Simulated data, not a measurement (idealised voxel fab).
Documented hereafter: the process module known as voxel transistor to metal.
In the cross-section labelled cut, the width is 300 nm and each square cell is 5 nm.
Reading order for cross-sections: top band down to bottom band. Underlying form: a grid of square cells. Band size: one or more rows of cells. Each band's line starts with the height of the band's top and of its bottom, in nm. Then come its materials from left to right, each with its width in nm. One material with "all across" fills the band from edge to edge. "blank" is empty space. The level at which height equals 0 is the one under which the wafer, as it arrives, is entirely one material. No lower edge exists for the bottom band, which continues downward and is notated as in "0..down". Width: "30..40" (first number = top row, second number = bottom row, same change from row to row of cells). Basically "nothing changed" means that step didn't change any cell in the cross-section. "Sealed void list": sealed empty spaces, 8 cells or more, no open way to top, listed width x height at distance, with distance from the left edge and width, height and distance in nm. Text after the settings on a step's line: the simulator's own remark on that step. "overlay nm", when on a step's line for a step with a mask, measures how far to the right of its planned place the mask lay; a negative measure means to the left.

The planned process steps are enumerated hereunder:
- 1: RECEIVE (material Si)
- 2: OXIDIZE (depth nm 5)
- 3: CONFORMAL_DEP (material SiN; thk nm 10)
- 4: MASKED_ETCH (tone cover; mask id ACTIVE; width nm 110; pitch nm 140; etch materials SiN; depth nm 10; overlay nm 0)
- 5: MASKED_ETCH (tone cover; mask id ACTIVE; width nm 110; pitch nm 140; etch materials SiO2; depth nm 5; overlay nm 0)
- 6: MASKED_ETCH (tone cover; mask id ACTIVE; width nm 110; pitch nm 140; etch materials Si; depth nm 35; overlay nm 0)
- 7: FILL_DEP (material SiO2; thk nm 15)
- 8: CMP (height nm 10)
- 9: SELECTIVE_ETCH (etch materials SiO2; depth nm 10)
- 10: STRIP (etch materials SiN)
- 11: SELECTIVE_ETCH (etch materials SiO2; depth nm 5)
- 12: OXIDIZE (depth nm 5)
- 13: DIRECTIONAL_DEP (material polySi; thk nm 30)
- 14: DIRECTIONAL_DEP (material SiCN; thk nm 15)
- 15: PATTERN (tone cover; mask id GATE; material resist; width nm 20; pitch nm 140; thk nm 15; overlay nm 0)
- 16: DIRECTIONAL_ETCH (etch materials SiCN; depth nm 25)
- 17: DIRECTIONAL_ETCH (etch materials polySi; depth nm 40)
- 18: STRIP (etch materials resist)
- 19: CONFORMAL_DEP (material SiO2; thk nm 5)
- 20: DIRECTIONAL_ETCH (etch materials SiO2; depth nm 5)
- 21: CONFORMAL_DEP (material SiN; thk nm 5)
- 22: DIRECTIONAL_ETCH (etch materials SiN; depth nm 5)
- 23: DIRECTIONAL_ETCH (etch materials SiO2; depth nm 5)
- 24: DIRECTIONAL_ETCH (etch materials Si; depth nm 15)
- 25: EPI (material pSi; thk nm 15)
- 26: FILL_DEP (material SiO2; thk nm 5)
- 27: CMP (height nm 40)
- 28: DIRECTIONAL_DEP (material SiO2; thk nm 10)
- 29: MASKED_ETCH (tone open; mask id CONTACT; width nm 20; pitch nm 70; etch materials SiO2; depth nm 60; overlay nm 0)
- 30: CONFORMAL_DEP (material TiN; thk nm 5)
- 31: FILL_DEP (material W; thk nm 5)
- 32: CMP (height nm 50)
- 33: CONFORMAL_DEP (material SiCN; thk nm 5)
- 34: DIRECTIONAL_DEP (material SiO2; thk nm 15)
- 35: MASKED_ETCH (tone open; mask id METAL_1; width nm 20; pitch nm 70; etch materials SiO2; depth nm 25; overlay nm 0)
- 36: MASKED_ETCH (tone open; mask id METAL_1; width nm 20; pitch nm 70; etch materials SiCN; depth nm 5; overlay nm 0)
- 37: CONFORMAL_DEP (material TiN; thk nm 5)
- 38: FILL_DEP (material Cu; thk nm 10)
- 39: CMP (height nm 80)
- 40: EPI (material Ru; thk nm 5)
- 41: FILL_DEP (material SiCN; thk nm 5)
Where the wafers of this document differ is in the thk nm of step 34; they start out the same, and the plan states the value that applied to the first wafer.

The first of several wafers as received, shown in cross-section; this is its state after step 1:
> 0..down = Si all across
> Sealed void list: none

Take a look at the first of several wafers in cross-section: the module is done, and step 41 was its last step:
> 90..85 = SiCN all across
> 85..80 = Ru all across
> 80..75 = Cu all across
> 75..70 = 40 of TiN, then 10 of Cu, then 60 of TiN, then 10 of Cu, then 60 of TiN, then 10 of Cu, then 60 of TiN, then 10 of Cu, then 40 of TiN
> 70..55 = 35 of SiO2, then 5 of TiN, then 10 of Cu, then 5 of TiN, then 50 of SiO2, then 5 of TiN, then 10 of Cu, then 5 of TiN, then 50 of SiO2, then 5 of TiN, then 10 of Cu, then 5 of TiN, then 50 of SiO2, then 5 of TiN, then 10 of Cu, then 5 of TiN, then 35 of SiO2
> 55..50 = 35 of SiCN, then 20 of TiN, then 50 of SiCN, then 20 of TiN, then 50 of SiCN, then 20 of TiN, then 50 of SiCN, then 20 of TiN, then 35 of SiCN
> 50..40 = 35 of SiO2, then 5 of TiN, then 10 of W, then 5 of TiN, then 50 of SiO2, then 5 of TiN, then 10 of W, then 5 of TiN, then 50 of SiO2, then 5 of TiN, then 10 of W, then 5 of TiN, then 50 of SiO2, then 5 of TiN, then 10 of W, then 5 of TiN, then 35 of SiO2
> 40..25 = 35 of SiO2, then 5 of TiN, then 10 of W, then 5 of TiN, then 5 of SiO2, then 5 of SiN, then 5 of SiO2, then 20 of SiCN, then 5 of SiO2, then 5 of SiN, then 5 of SiO2, then 5 of TiN, then 10 of W, then 5 of TiN, then 50 of SiO2, then 5 of TiN, then 10 of W, then 5 of TiN, then 5 of SiO2, then 5 of SiN, then 5 of SiO2, then 20 of SiCN, then 5 of SiO2, then 5 of SiN, then 5 of SiO2, then 5 of TiN, then 10 of W, then 5 of TiN, then 35 of SiO2
> 25..10 = 35 of SiO2, then 5 of TiN, then 10 of W, then 5 of TiN, then 5 of SiO2, then 5 of SiN, then 5 of SiO2, then 20 of polySi, then 5 of SiO2, then 5 of SiN, then 5 of SiO2, then 5 of TiN, then 10 of W, then 5 of TiN, then 50 of SiO2, then 5 of TiN, then 10 of W, then 5 of TiN, then 5 of SiO2, then 5 of SiN, then 5 of SiO2, then 20 of polySi, then 5 of SiO2, then 5 of SiN, then 5 of SiO2, then 5 of TiN, then 10 of W, then 5 of TiN, then 35 of SiO2
> 10..5 = 35 of SiO2, then 20 of TiN, then 5 of SiO2, then 5 of SiN, then 5 of SiO2, then 20 of polySi, then 5 of SiO2, then 5 of SiN, then 5 of SiO2, then 20 of TiN, then 50 of SiO2, then 20 of TiN, then 5 of SiO2, then 5 of SiN, then 5 of SiO2, then 20 of polySi, then 5 of SiO2, then 5 of SiN, then 5 of SiO2, then 20 of TiN, then 35 of SiO2
> 5..-5 = 35 of SiO2, then 10 of TiN, then 15 of pSi, then 5 of SiN, then 5 of SiO2, then 20 of polySi, then 5 of SiO2, then 5 of SiN, then 15 of pSi, then 10 of TiN, then 50 of SiO2, then 10 of TiN, then 15 of pSi, then 5 of SiN, then 5 of SiO2, then 20 of polySi, then 5 of SiO2, then 5 of SiN, then 15 of pSi, then 10 of TiN, then 35 of SiO2
> -5..-10 = 35 of SiO2, then 10 of TiN, then 15 of pSi, then 40 of SiO2, then 15 of pSi, then 10 of TiN, then 50 of SiO2, then 10 of TiN, then 15 of pSi, then 40 of SiO2, then 15 of pSi, then 10 of TiN, then 35 of SiO2
> -10..-25 = 25 of SiO2, then 35 of pSi, then 40 of Si, then 35 of pSi, then 30 of SiO2, then 35 of pSi, then 40 of Si, then 35 of pSi, then 25 of SiO2
> -25..-40 = 25 of SiO2, then 110 of Si, then 30 of SiO2, then 110 of Si, then 25 of SiO2
> -40..down = Si all across
> Sealed void list: none

Cross-section of the final wafer among several, taken at the end of the module:
> 90..85 = SiCN all across
> 85..80 = 30 of SiCN, then 30 of Ru, then 40 of SiCN, then 30 of Ru, then 40 of SiCN, then 30 of Ru, then 40 of SiCN, then 30 of Ru, then 30 of SiCN
> 80..75 = 35 of SiO2, then 5 of TiN, then 10 of Cu, then 5 of TiN, then 50 of SiO2, then 5 of TiN, then 10 of Cu, then 5 of TiN, then 50 of SiO2, then 5 of TiN, then 10 of Cu, then 5 of TiN, then 50 of SiO2, then 5 of TiN, then 10 of Cu, then 5 of TiN, then 35 of SiO2
> 75..70 = 35 of SiO2, then 20 of TiN, then 50 of SiO2, then 20 of TiN, then 50 of SiO2, then 20 of TiN, then 50 of SiO2, then 20 of TiN, then 35 of SiO2
> 70..55 = SiO2 all across
> 55..50 = SiCN all across
> 50..40 = 35 of SiO2, then 5 of TiN, then 10 of W, then 5 of TiN, then 50 of SiO2, then 5 of TiN, then 10 of W, then 5 of TiN, then 50 of SiO2, then 5 of TiN, then 10 of W, then 5 of TiN, then 50 of SiO2, then 5 of TiN, then 10 of W, then 5 of TiN, then 35 of SiO2
> 40..25 = 35 of SiO2, then 5 of TiN, then 10 of W, then 5 of TiN, then 5 of SiO2, then 5 of SiN, then 5 of SiO2, then 20 of SiCN, then 5 of SiO2, then 5 of SiN, then 5 of SiO2, then 5 of TiN, then 10 of W, then 5 of TiN, then 50 of SiO2, then 5 of TiN, then 10 of W, then 5 of TiN, then 5 of SiO2, then 5 of SiN, then 5 of SiO2, then 20 of SiCN, then 5 of SiO2, then 5 of SiN, then 5 of SiO2, then 5 of TiN, then 10 of W, then 5 of TiN, then 35 of SiO2
> 25..10 = 35 of SiO2, then 5 of TiN, then 10 of W, then 5 of TiN, then 5 of SiO2, then 5 of SiN, then 5 of SiO2, then 20 of polySi, then 5 of SiO2, then 5 of SiN, then 5 of SiO2, then 5 of TiN, then 10 of W, then 5 of TiN, then 50 of SiO2, then 5 of TiN, then 10 of W, then 5 of TiN, then 5 of SiO2, then 5 of SiN, then 5 of SiO2, then 20 of polySi, then 5 of SiO2, then 5 of SiN, then 5 of SiO2, then 5 of TiN, then 10 of W, then 5 of TiN, then 35 of SiO2
> 10..5 = 35 of SiO2, then 20 of TiN, then 5 of SiO2, then 5 of SiN, then 5 of SiO2, then 20 of polySi, then 5 of SiO2, then 5 of SiN, then 5 of SiO2, then 20 of TiN, then 50 of SiO2, then 20 of TiN, then 5 of SiO2, then 5 of SiN, then 5 of SiO2, then 20 of polySi, then 5 of SiO2, then 5 of SiN, then 5 of SiO2, then 20 of TiN, then 35 of SiO2
> 5..-5 = 35 of SiO2, then 10 of TiN, then 15 of pSi, then 5 of SiN, then 5 of SiO2, then 20 of polySi, then 5 of SiO2, then 5 of SiN, then 15 of pSi, then 10 of TiN, then 50 of SiO2, then 10 of TiN, then 15 of pSi, then 5 of SiN, then 5 of SiO2, then 20 of polySi, then 5 of SiO2, then 5 of SiN, then 15 of pSi, then 10 of TiN, then 35 of SiO2
> -5..-10 = 35 of SiO2, then 10 of TiN, then 15 of pSi, then 40 of SiO2, then 15 of pSi, then 10 of TiN, then 50 of SiO2, then 10 of TiN, then 15 of pSi, then 40 of SiO2, then 15 of pSi, then 10 of TiN, then 35 of SiO2
> -10..-25 = 25 of SiO2, then 35 of pSi, then 40 of Si, then 35 of pSi, then 30 of SiO2, then 35 of pSi, then 40 of Si, then 35 of pSi, then 25 of SiO2
> -25..-40 = 25 of SiO2, then 110 of Si, then 30 of SiO2, then 110 of Si, then 25 of SiO2
> -40..down = Si all across
> Sealed void list: none

Take any row and you have a wafer at the end of the module: how many cells of each material it has gained (+) or lost (-) since it was received, and then its closed voids:
thk nm 15; +92 Cu; +60 Ru; -300 Si; +128 SiCN; +36 SiN; +636 SiO2; +196 TiN; +64 W; +120 pSi; +48 polySi; Sealed void list: none
thk nm 20; +40 Cu; +60 Ru; -300 Si; +128 SiCN; +36 SiN; +680 SiO2; +204 TiN; +64 W; +120 pSi; +48 polySi; Sealed void list: none
thk nm 25; +40 Cu; +24 Ru; -300 Si; +164 SiCN; +36 SiN; +724 SiO2; +160 TiN; +64 W; +120 pSi; +48 polySi; Sealed void list: none
thk nm 30; +24 Cu; +24 Ru; -300 Si; +180 SiCN; +36 SiN; +740 SiO2; +144 TiN; +64 W; +120 pSi; +48 polySi; Sealed void list: none
thk nm 35; +16 Cu; +24 Ru; -300 Si; +180 SiCN; +36 SiN; +756 SiO2; +136 TiN; +64 W; +120 pSi; +48 polySi; Sealed void list: none
thk nm 40; +8 Cu; +24 Ru; -300 Si; +180 SiCN; +36 SiN; +772 SiO2; +128 TiN; +64 W; +120 pSi; +48 polySi; Sealed void list: none
